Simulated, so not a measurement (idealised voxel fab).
process module | voxel transistor to metal
cross-section cut | 170 nm wide | cells 5 nm
A cross-section is a grid of square cells, given in bands from the top down. A band is one or more rows of cells.
Each band's line starts with the height of the band's top and of its bottom, in nm. Then come its materials from left to right, each with its width in nm. One material with "throughout" fills the band from edge to edge. "air" is empty space.
Height 0 is the level under which the wafer as received is all one material. The lowest band goes on downwards, as in "0 down".
A width such as "30 to 40" changes by the same amount from each row of cells to the next, from the band's top row to its bottom row.
"no change" after a step means that no cell of the cross-section changed.
closed voids: empty space of 8 cells or more with no open way to the top, each as width x height at its distance from the left edge, in nm
after a step's settings: what the simulator itself notes on the step
overlay nm, on a step with a mask: how far to the right of its planned place the mask lay; to the left if negative
plan
1 op RECEIVE | material Si
2 op CONFORMAL_DEP | material SiO2 | thk nm 5
3 op CONFORMAL_DEP | material SiN | thk nm 15
4 op PATTERN | tone cover | mask id ACTIVE | material resist | width nm 85 | thk nm 20 | overlay nm 0
5 op DIRECTIONAL_ETCH | etch materials SiN | depth nm 15
6 op DIRECTIONAL_ETCH | etch materials SiO2 | depth nm 5
7 op DIRECTIONAL_ETCH | etch materials Si | depth nm 25
8 op STRIP | etch materials resist
9 op OXIDIZE | depth nm 5
10 op FILL_DEP | material SiO2 | thk nm 5
11 op CMP | height nm 20
12 op SELECTIVE_ETCH | etch materials SiO2 | depth nm 5
13 op STRIP | etch materials SiN
14 op SELECTIVE_ETCH | etch materials SiO2 | depth nm 5
15 op OXIDIZE | depth nm 5
16 op DIRECTIONAL_DEP | material polySi | thk nm 25
17 op DIRECTIONAL_DEP | material SiCN | thk nm 15
18 op PATTERN | tone cover | mask id GATE | material resist | width nm 15 | thk nm 20 | overlay nm 0
19 op DIRECTIONAL_ETCH | etch materials SiCN | depth nm 25
20 op DIRECTIONAL_ETCH | etch materials polySi | depth nm 35
21 op STRIP | etch materials resist
22 op CONFORMAL_DEP | material SiN | thk nm 10
23 op DIRECTIONAL_ETCH | etch materials SiN | depth nm 10
24 op DIRECTIONAL_ETCH | etch materials SiO2 | depth nm 5
25 op DIRECTIONAL_ETCH | etch materials Si | depth nm 15
26 op EPI | material nSi | thk nm 15
27 op FILL_DEP | material SiO2 | thk nm 5
28 op CMP | height nm 40
29 op DIRECTIONAL_DEP | material SiO2 | thk nm 15
30 op MASKED_ETCH | tone open | mask id CONTACT | width nm 15 | pitch nm 60 | etch materials SiO2 | depth nm 60 | overlay nm 0
31 op CONFORMAL_DEP | material TiN | thk nm 5
32 op FILL_DEP | material Ru | thk nm 5
33 op CMP | height nm 55
34 op DIRECTIONAL_DEP | material TiN | thk nm 5
35 op DIRECTIONAL_DEP | material Ru | thk nm 15
36 op MASKED_ETCH | tone cover | mask id METAL_1 | width nm 15 | pitch nm 60 | etch materials Ru | depth nm 15 | overlay nm 0
37 op MASKED_ETCH | tone cover | mask id METAL_1 | width nm 15 | pitch nm 60 | etch materials TiN | depth nm 5 | overlay nm 0
38 op FILL_DEP | material lowk | thk nm 10
39 op CMP | height nm 75
40 op CONFORMAL_DEP | material SiCN | thk nm 5
41 op DIRECTIONAL_DEP | material SiO2 | thk nm 25
42 op PATTERN | tone open | mask id METAL_2 | material resist | width nm 15 | pitch nm 60 | thk nm 15 | overlay nm 0
43 op DIRECTIONAL_ETCH | etch materials SiO2 | depth nm 15
44 op STRIP | etch materials resist
45 op DIRECTIONAL_DEP | material aC | thk nm 15
46 op PATTERN | tone open | mask id METAL_2_HOLES | material resist | width nm 15 | pitch nm 60 | thk nm 35 | overlay nm 0
47 op DIRECTIONAL_ETCH | etch materials aC | depth nm 15
48 op STRIP | etch materials resist
49 op DIRECTIONAL_ETCH | etch materials SiO2 | depth nm 10
50 op DIRECTIONAL_ETCH | etch materials SiCN | depth nm 5
51 op STRIP | etch materials aC
52 op CONFORMAL_DEP | material TiN | thk nm 5
53 op FILL_DEP | material Ru | thk nm 5
54 op CMP | height nm 105
55 op CONFORMAL_DEP | material SiCN | thk nm 5
first wafer, as planned
as received, after step 1
  0 down: Si throughout
  closed voids: none
after step 2
  5 to 0: SiO2 throughout
  below 0: unchanged
after step 3
  20 to 5: SiN throughout
  below 5: unchanged
after step 4
  40 to 20: air 40 | resist 85 | air 45
  below 20: unchanged
after step 5
  40 to 20: air 40 | resist 85 | air 45
  20 to 5: air 40 | SiN 85 | air 45
  below 5: unchanged
after step 6
  40 to 20: air 40 | resist 85 | air 45
  20 to 5: air 40 | SiN 85 | air 45
  5 to 0: air 40 | SiO2 85 | air 45
  below 0: unchanged
after step 7
  40 to 20: air 40 | resist 85 | air 45
  20 to 5: air 40 | SiN 85 | air 45
  5 to 0: air 40 | SiO2 85 | air 45
  0 to -25: air 40 | Si 85 | air 45
  below -25: unchanged
after step 8
  20 to 5: air 40 | SiN 85 | air 45
  below 5: unchanged
after step 9
  20 to 5: air 40 | SiN 85 | air 45
  5 to 0: air 40 | SiO2 85 | air 45
  0 to -25: air 40 | SiO2 5 | Si 75 | SiO2 5 | air 45
  -25 to -30: SiO2 45 | Si 75 | SiO2 50
  below -30: unchanged
after step 10
  25 to 20: SiO2 throughout
  20 to 5: SiO2 40 | SiN 85 | SiO2 45
  5 to 0: SiO2 throughout
  0 to -30: SiO2 45 | Si 75 | SiO2 50
  below -30: unchanged
after step 11
  20 to 5: SiO2 40 | SiN 85 | SiO2 45
  below 5: unchanged
after step 12
  20 to 15: air 40 | SiN 85 | air 45
  below 15: unchanged
after step 13
  15 to 5: SiO2 40 | air 85 | SiO2 45
  below 5: unchanged
after step 14
  10 to 0: SiO2 35 | air 95 | SiO2 40
  below 0: unchanged
after step 15
  10 to 0: SiO2 35 | air 95 | SiO2 40
  0 to -5: SiO2 throughout
  below -5: unchanged
after step 16
  35 to 25: polySi 35 | air 95 | polySi 40
  25 to 10: polySi throughout
  10 to 0: SiO2 35 | polySi 95 | SiO2 40
  below 0: unchanged
after step 17
  50 to 40: SiCN 35 | air 95 | SiCN 40
  40 to 35: SiCN throughout
  35 to 25: polySi 35 | SiCN 95 | polySi 40
  below 25: unchanged
after step 18
  70 to 50: air 75 | resist 15 | air 80
  50 to 40: SiCN 35 | air 40 | resist 15 | air 40 | SiCN 40
  below 40: unchanged
after step 19
  70 to 40: air 75 | resist 15 | air 80
  40 to 35: air 75 | SiCN 15 | air 80
  35 to 25: polySi 35 | air 40 | SiCN 15 | air 40 | polySi 40
  below 25: unchanged
after step 20
  70 to 40: air 75 | resist 15 | air 80
  40 to 25: air 75 | SiCN 15 | air 80
  25 to 10: air 75 | polySi 15 | air 80
  10 to 0: SiO2 35 | air 40 | polySi 15 | air 40 | SiO2 40
  below 0: unchanged
after step 21
  40 to 25: air 75 | SiCN 15 | air 80
  below 25: unchanged
after step 22
  50 to 40: air 65 | SiN 35 | air 70
  40 to 25: air 65 | SiN 10 | SiCN 15 | SiN 10 | air 70
  25 to 20: air 65 | SiN 10 | polySi 15 | SiN 10 | air 70
  20 to 10: SiN 45 | air 20 | SiN 10 | polySi 15 | SiN 10 | air 20 | SiN 50
  10 to 0: SiO2 35 | SiN 40 | polySi 15 | SiN 40 | SiO2 40
  below 0: unchanged
after step 23
  40 to 25: air 65 | SiN 10 | SiCN 15 | SiN 10 | air 70
  25 to 10: air 65 | SiN 10 | polySi 15 | SiN 10 | air 70
  10 to 0: SiO2 35 | SiN 10 | air 20 | SiN 10 | polySi 15 | SiN 10 | air 20 | SiN 10 | SiO2 40
  below 0: unchanged
after step 24
  40 to 25: air 65 | SiN 10 | SiCN 15 | SiN 10 | air 70
  25 to 10: air 65 | SiN 10 | polySi 15 | SiN 10 | air 70
  10 to 5: air 35 | SiN 10 | air 20 | SiN 10 | polySi 15 | SiN 10 | air 20 | SiN 10 | air 40
  5 to 0: SiO2 35 | SiN 10 | air 20 | SiN 10 | polySi 15 | SiN 10 | air 20 | SiN 10 | SiO2 40
  0 to -5: SiO2 45 | air 20 | SiO2 35 | air 20 | SiO2 50
  below -5: unchanged
after step 25
  40 to 25: air 65 | SiN 10 | SiCN 15 | SiN 10 | air 70
  25 to 10: air 65 | SiN 10 | polySi 15 | SiN 10 | air 70
  10 to 5: air 35 | SiN 10 | air 20 | SiN 10 | polySi 15 | SiN 10 | air 20 | SiN 10 | air 40
  5 to 0: SiO2 35 | SiN 10 | air 20 | SiN 10 | polySi 15 | SiN 10 | air 20 | SiN 10 | SiO2 40
  0 to -5: SiO2 45 | air 20 | SiO2 35 | air 20 | SiO2 50
  -5 to -20: SiO2 45 | air 20 | Si 35 | air 20 | SiO2 50
  below -20: unchanged
after step 26
  40 to 25: air 65 | SiN 10 | SiCN 15 | SiN 10 | air 70
  25 to 10: air 65 | SiN 10 | polySi 15 | SiN 10 | air 70
  10 to 5: air 35 | SiN 10 | air 5 | nSi 15 | SiN 10 | polySi 15 | SiN 10 | nSi 15 | air 5 | SiN 10 | air 40
  5 to 0: SiO2 35 | SiN 10 | air 5 | nSi 15 | SiN 10 | polySi 15 | SiN 10 | nSi 15 | air 5 | SiN 10 | SiO2 40
  0 to -5: SiO2 45 | air 5 | nSi 15 | SiO2 35 | nSi 15 | air 5 | SiO2 50
  -5 to -20: SiO2 45 | nSi 20 | Si 35 | nSi 20 | SiO2 50
  below -20: unchanged
after step 27
  45 to 40: SiO2 throughout
  40 to 25: SiO2 65 | SiN 10 | SiCN 15 | SiN 10 | SiO2 70
  25 to 10: SiO2 65 | SiN 10 | polySi 15 | SiN 10 | SiO2 70
  10 to 0: SiO2 35 | SiN 10 | SiO2 5 | nSi 15 | SiN 10 | polySi 15 | SiN 10 | nSi 15 | SiO2 5 | SiN 10 | SiO2 40
  0 to -5: SiO2 50 | nSi 15 | SiO2 35 | nSi 15 | SiO2 55
  below -5: unchanged
after step 28
  40 to 25: SiO2 65 | SiN 10 | SiCN 15 | SiN 10 | SiO2 70
  below 25: unchanged
after step 29
  55 to 40: SiO2 throughout
  below 40: unchanged
after step 30
  55 to 40: SiO2 45 | air 15 | SiO2 45 | air 15 | SiO2 50
  40 to 25: SiO2 45 | air 15 | SiO2 5 | SiN 10 | SiCN 15 | SiN 10 | SiO2 5 | air 15 | SiO2 50
  25 to 10: SiO2 45 | air 15 | SiO2 5 | SiN 10 | polySi 15 | SiN 10 | SiO2 5 | air 15 | SiO2 50
  10 to 0: SiO2 35 | SiN 10 | air 5 | nSi 15 | SiN 10 | polySi 15 | SiN 10 | nSi 15 | air 5 | SiN 10 | SiO2 40
  0 to -5: SiO2 45 | air 5 | nSi 15 | SiO2 35 | nSi 15 | air 5 | SiO2 50
  below -5: unchanged
after step 31
  60 to 55: TiN 50 | air 5 | TiN 55 | air 5 | TiN 55
  55 to 40: SiO2 45 | TiN 5 | air 5 | TiN 5 | SiO2 45 | TiN 5 | air 5 | TiN 5 | SiO2 50
  40 to 25: SiO2 45 | TiN 5 | air 5 | TiN 5 | SiO2 5 | SiN 10 | SiCN 15 | SiN 10 | SiO2 5 | TiN 5 | air 5 | TiN 5 | SiO2 50
  25 to 15: SiO2 45 | TiN 5 | air 5 | TiN 5 | SiO2 5 | SiN 10 | polySi 15 | SiN 10 | SiO2 5 | TiN 5 | air 5 | TiN 5 | SiO2 50
  15 to 10: SiO2 45 | TiN 15 | SiO2 5 | SiN 10 | polySi 15 | SiN 10 | SiO2 5 | TiN 15 | SiO2 50
  10 to 0: SiO2 35 | SiN 10 | TiN 5 | nSi 15 | SiN 10 | polySi 15 | SiN 10 | nSi 15 | TiN 5 | SiN 10 | SiO2 40
  0 to -5: SiO2 45 | TiN 5 | nSi 15 | SiO2 35 | nSi 15 | TiN 5 | SiO2 50
  below -5: unchanged
after step 32
  65 to 60: Ru throughout
  60 to 55: TiN 50 | Ru 5 | TiN 55 | Ru 5 | TiN 55
  55 to 40: SiO2 45 | TiN 5 | Ru 5 | TiN 5 | SiO2 45 | TiN 5 | Ru 5 | TiN 5 | SiO2 50
  40 to 25: SiO2 45 | TiN 5 | Ru 5 | TiN 5 | SiO2 5 | SiN 10 | SiCN 15 | SiN 10 | SiO2 5 | TiN 5 | Ru 5 | TiN 5 | SiO2 50
  25 to 15: SiO2 45 | TiN 5 | Ru 5 | TiN 5 | SiO2 5 | SiN 10 | polySi 15 | SiN 10 | SiO2 5 | TiN 5 | Ru 5 | TiN 5 | SiO2 50
  below 15: unchanged
after step 33
  55 to 40: SiO2 45 | TiN 5 | Ru 5 | TiN 5 | SiO2 45 | TiN 5 | Ru 5 | TiN 5 | SiO2 50
  below 40: unchanged
after step 34
  60 to 55: TiN throughout
  below 55: unchanged
after step 35
  75 to 60: Ru throughout
  below 60: unchanged
after step 36
  75 to 60: air 45 | Ru 15 | air 45 | Ru 15 | air 50
  below 60: unchanged
after step 37
  75 to 60: air 45 | Ru 15 | air 45 | Ru 15 | air 50
  60 to 55: air 45 | TiN 15 | air 45 | TiN 15 | air 50
  below 55: unchanged
after step 38
  85 to 75: lowk throughout
  75 to 60: lowk 45 | Ru 15 | lowk 45 | Ru 15 | lowk 50
  60 to 55: lowk 45 | TiN 15 | lowk 45 | TiN 15 | lowk 50
  below 55: unchanged
after step 39
  75 to 60: lowk 45 | Ru 15 | lowk 45 | Ru 15 | lowk 50
  below 60: unchanged
after step 40
  80 to 75: SiCN throughout
  below 75: unchanged
after step 41
  105 to 80: SiO2 throughout
  below 80: unchanged
after step 42
  120 to 105: resist 45 | air 15 | resist 45 | air 15 | resist 50
  below 105: unchanged
after step 43
  120 to 105: resist 45 | air 15 | resist 45 | air 15 | resist 50
  105 to 90: SiO2 45 | air 15 | SiO2 45 | air 15 | SiO2 50
  below 90: unchanged
after step 44
  105 to 90: SiO2 45 | air 15 | SiO2 45 | air 15 | SiO2 50
  below 90: unchanged
after step 45
  120 to 105: aC 45 | air 15 | aC 45 | air 15 | aC 50
  105 to 90: SiO2 45 | aC 15 | SiO2 45 | aC 15 | SiO2 50
  below 90: unchanged
after step 46
  155 to 120: resist 45 | air 15 | resist 45 | air 15 | resist 50
  below 120: unchanged
after step 47
  140 to 120: resist 45 | air 15 | resist 45 | air 15 | resist 50
  120 to 105: aC 45 | air 15 | aC 45 | air 15 | aC 50
  105 to 90: SiO2 45 | air 15 | SiO2 45 | air 15 | SiO2 50
  below 90: unchanged
after step 48
  120 to 105: aC 45 | air 15 | aC 45 | air 15 | aC 50
  below 105: unchanged
after step 49
  120 to 105: aC 45 | air 15 | aC 45 | air 15 | aC 50
  105 to 80: SiO2 45 | air 15 | SiO2 45 | air 15 | SiO2 50
  below 80: unchanged
after step 50
  120 to 105: aC 45 | air 15 | aC 45 | air 15 | aC 50
  105 to 80: SiO2 45 | air 15 | SiO2 45 | air 15 | SiO2 50
  80 to 75: SiCN 45 | air 15 | SiCN 45 | air 15 | SiCN 50
  below 75: unchanged
after step 51
  105 to 80: SiO2 45 | air 15 | SiO2 45 | air 15 | SiO2 50
  below 80: unchanged
after step 52
  110 to 105: TiN 50 | air 5 | TiN 55 | air 5 | TiN 55
  105 to 80: SiO2 45 | TiN 5 | air 5 | TiN 5 | SiO2 45 | TiN 5 | air 5 | TiN 5 | SiO2 50
  80 to 75: SiCN 45 | TiN 15 | SiCN 45 | TiN 15 | SiCN 50
  below 75: unchanged
after step 53
  115 to 110: Ru throughout
  110 to 105: TiN 50 | Ru 5 | TiN 55 | Ru 5 | TiN 55
  105 to 80: SiO2 45 | TiN 5 | Ru 5 | TiN 5 | SiO2 45 | TiN 5 | Ru 5 | TiN 5 | SiO2 50
  below 80: unchanged
after step 54
  105 to 80: SiO2 45 | TiN 5 | Ru 5 | TiN 5 | SiO2 45 | TiN 5 | Ru 5 | TiN 5 | SiO2 50
  below 80: unchanged
after step 55
  110 to 105: SiCN throughout
  below 105: unchanged
second wafer: like start, like plan, one mistake. Through step 29 it matches the first wafer
when step 30 should have ended
  55 to 40: air 45 | SiO2 15 | air 45 | SiO2 15 | air 50
  40 to 25: air 45 | SiO2 15 | air 5 | SiN 10 | SiCN 15 | SiN 10 | air 5 | SiO2 15 | air 50
  25 to 10: air 45 | SiO2 15 | air 5 | SiN 10 | polySi 15 | SiN 10 | air 5 | SiO2 15 | air 50
  10 to 0: air 35 | SiN 10 | SiO2 5 | nSi 15 | SiN 10 | polySi 15 | SiN 10 | nSi 15 | SiO2 5 | SiN 10 | air 40
  0 to -5: air 35 | SiO2 15 | nSi 15 | SiO2 35 | nSi 15 | SiO2 15 | air 40
  below -5: unchanged
when step 31 should have ended
  60 to 55: air 40 | TiN 25 | air 35 | TiN 25 | air 45
  55 to 45: air 40 | TiN 5 | SiO2 15 | TiN 5 | air 35 | TiN 5 | SiO2 15 | TiN 5 | air 45
  45 to 40: air 40 | TiN 5 | SiO2 15 | TiN 45 | SiO2 15 | TiN 5 | air 45
  40 to 25: air 40 | TiN 5 | SiO2 15 | TiN 5 | SiN 10 | SiCN 15 | SiN 10 | TiN 5 | SiO2 15 | TiN 5 | air 45
  25 to 15: air 40 | TiN 5 | SiO2 15 | TiN 5 | SiN 10 | polySi 15 | SiN 10 | TiN 5 | SiO2 15 | TiN 5 | air 45
  15 to 10: air 30 | TiN 15 | SiO2 15 | TiN 5 | SiN 10 | polySi 15 | SiN 10 | TiN 5 | SiO2 15 | TiN 15 | air 35
  10 to 0: air 30 | TiN 5 | SiN 10 | SiO2 5 | nSi 15 | SiN 10 | polySi 15 | SiN 10 | nSi 15 | SiO2 5 | SiN 10 | TiN 5 | air 35
  0 to -5: TiN 35 | SiO2 15 | nSi 15 | SiO2 35 | nSi 15 | SiO2 15 | TiN 40
  below -5: unchanged
when step 32 should have ended
  65 to 60: Ru throughout
  60 to 55: Ru 40 | TiN 25 | Ru 35 | TiN 25 | Ru 45
  55 to 45: Ru 40 | TiN 5 | SiO2 15 | TiN 5 | Ru 35 | TiN 5 | SiO2 15 | TiN 5 | Ru 45
  45 to 40: Ru 40 | TiN 5 | SiO2 15 | TiN 45 | SiO2 15 | TiN 5 | Ru 45
  40 to 25: Ru 40 | TiN 5 | SiO2 15 | TiN 5 | SiN 10 | SiCN 15 | SiN 10 | TiN 5 | SiO2 15 | TiN 5 | Ru 45
  25 to 15: Ru 40 | TiN 5 | SiO2 15 | TiN 5 | SiN 10 | polySi 15 | SiN 10 | TiN 5 | SiO2 15 | TiN 5 | Ru 45
  15 to 10: Ru 30 | TiN 15 | SiO2 15 | TiN 5 | SiN 10 | polySi 15 | SiN 10 | TiN 5 | SiO2 15 | TiN 15 | Ru 35
  10 to 0: Ru 30 | TiN 5 | SiN 10 | SiO2 5 | nSi 15 | SiN 10 | polySi 15 | SiN 10 | nSi 15 | SiO2 5 | SiN 10 | TiN 5 | Ru 35
  below 0: unchanged
when step 33 should have ended
  55 to 45: Ru 40 | TiN 5 | SiO2 15 | TiN 5 | Ru 35 | TiN 5 | SiO2 15 | TiN 5 | Ru 45
  below 45: unchanged
when step 34 should have ended
  60 to 55: TiN throughout
  below 55: unchanged
when step 35 should have ended
  75 to 60: Ru throughout
  below 60: unchanged
when step 36 should have ended
  75 to 60: air 45 | Ru 15 | air 45 | Ru 15 | air 50
  below 60: unchanged
when step 37 should have ended
  75 to 60: air 45 | Ru 15 | air 45 | Ru 15 | air 50
  60 to 55: air 45 | TiN 15 | air 45 | TiN 15 | air 50
  below 55: unchanged
when step 38 should have ended
  85 to 75: lowk throughout
  75 to 60: lowk 45 | Ru 15 | lowk 45 | Ru 15 | lowk 50
  60 to 55: lowk 45 | TiN 15 | lowk 45 | TiN 15 | lowk 50
  below 55: unchanged
when step 39 should have ended
  75 to 60: lowk 45 | Ru 15 | lowk 45 | Ru 15 | lowk 50
  below 60: unchanged
when step 40 should have ended
  80 to 75: SiCN throughout
  below 75: unchanged
when step 41 should have ended
  105 to 80: SiO2 throughout
  below 80: unchanged
when step 42 should have ended
  120 to 105: resist 45 | air 15 | resist 45 | air 15 | resist 50
  below 105: unchanged
when step 43 should have ended
  120 to 105: resist 45 | air 15 | resist 45 | air 15 | resist 50
  105 to 90: SiO2 45 | air 15 | SiO2 45 | air 15 | SiO2 50
  below 90: unchanged
when step 44 should have ended
  105 to 90: SiO2 45 | air 15 | SiO2 45 | air 15 | SiO2 50
  below 90: unchanged
when step 45 should have ended
  120 to 105: aC 45 | air 15 | aC 45 | air 15 | aC 50
  105 to 90: SiO2 45 | aC 15 | SiO2 45 | aC 15 | SiO2 50
  below 90: unchanged
when step 46 should have ended
  155 to 120: resist 45 | air 15 | resist 45 | air 15 | resist 50
  below 120: unchanged
when step 47 should have ended
  140 to 120: resist 45 | air 15 | resist 45 | air 15 | resist 50
  120 to 105: aC 45 | air 15 | aC 45 | air 15 | aC 50
  105 to 90: SiO2 45 | air 15 | SiO2 45 | air 15 | SiO2 50
  below 90: unchanged
when step 48 should have ended
  120 to 105: aC 45 | air 15 | aC 45 | air 15 | aC 50
  below 105: unchanged
when step 49 should have ended
  120 to 105: aC 45 | air 15 | aC 45 | air 15 | aC 50
  105 to 80: SiO2 45 | air 15 | SiO2 45 | air 15 | SiO2 50
  below 80: unchanged
when step 50 should have ended
  120 to 105: aC 45 | air 15 | aC 45 | air 15 | aC 50
  105 to 80: SiO2 45 | air 15 | SiO2 45 | air 15 | SiO2 50
  80 to 75: SiCN 45 | air 15 | SiCN 45 | air 15 | SiCN 50
  below 75: unchanged
when step 51 should have ended
  105 to 80: SiO2 45 | air 15 | SiO2 45 | air 15 | SiO2 50
  below 80: unchanged
when step 52 should have ended
  110 to 105: TiN 50 | air 5 | TiN 55 | air 5 | TiN 55
  105 to 80: SiO2 45 | TiN 5 | air 5 | TiN 5 | SiO2 45 | TiN 5 | air 5 | TiN 5 | SiO2 50
  80 to 75: SiCN 45 | TiN 15 | SiCN 45 | TiN 15 | SiCN 50
  below 75: unchanged
when step 53 should have ended
  115 to 110: Ru throughout
  110 to 105: TiN 50 | Ru 5 | TiN 55 | Ru 5 | TiN 55
  105 to 80: SiO2 45 | TiN 5 | Ru 5 | TiN 5 | SiO2 45 | TiN 5 | Ru 5 | TiN 5 | SiO2 50
  below 80: unchanged
when step 54 should have ended
  105 to 80: SiO2 45 | TiN 5 | Ru 5 | TiN 5 | SiO2 45 | TiN 5 | Ru 5 | TiN 5 | SiO2 50
  below 80: unchanged
when step 55 should have ended
  110 to 105: SiCN throughout
  below 105: unchanged
what went wrong: step 30 ran as: op MASKED_ETCH | tone cover | mask id CONTACT | width nm 15 | pitch nm 60 | etch materials SiO2 | depth nm 60 | overlay nm 0
at the end the second wafer has, in cells: 173 more of Ru | 195 fewer of SiO2 | 22 more of TiN
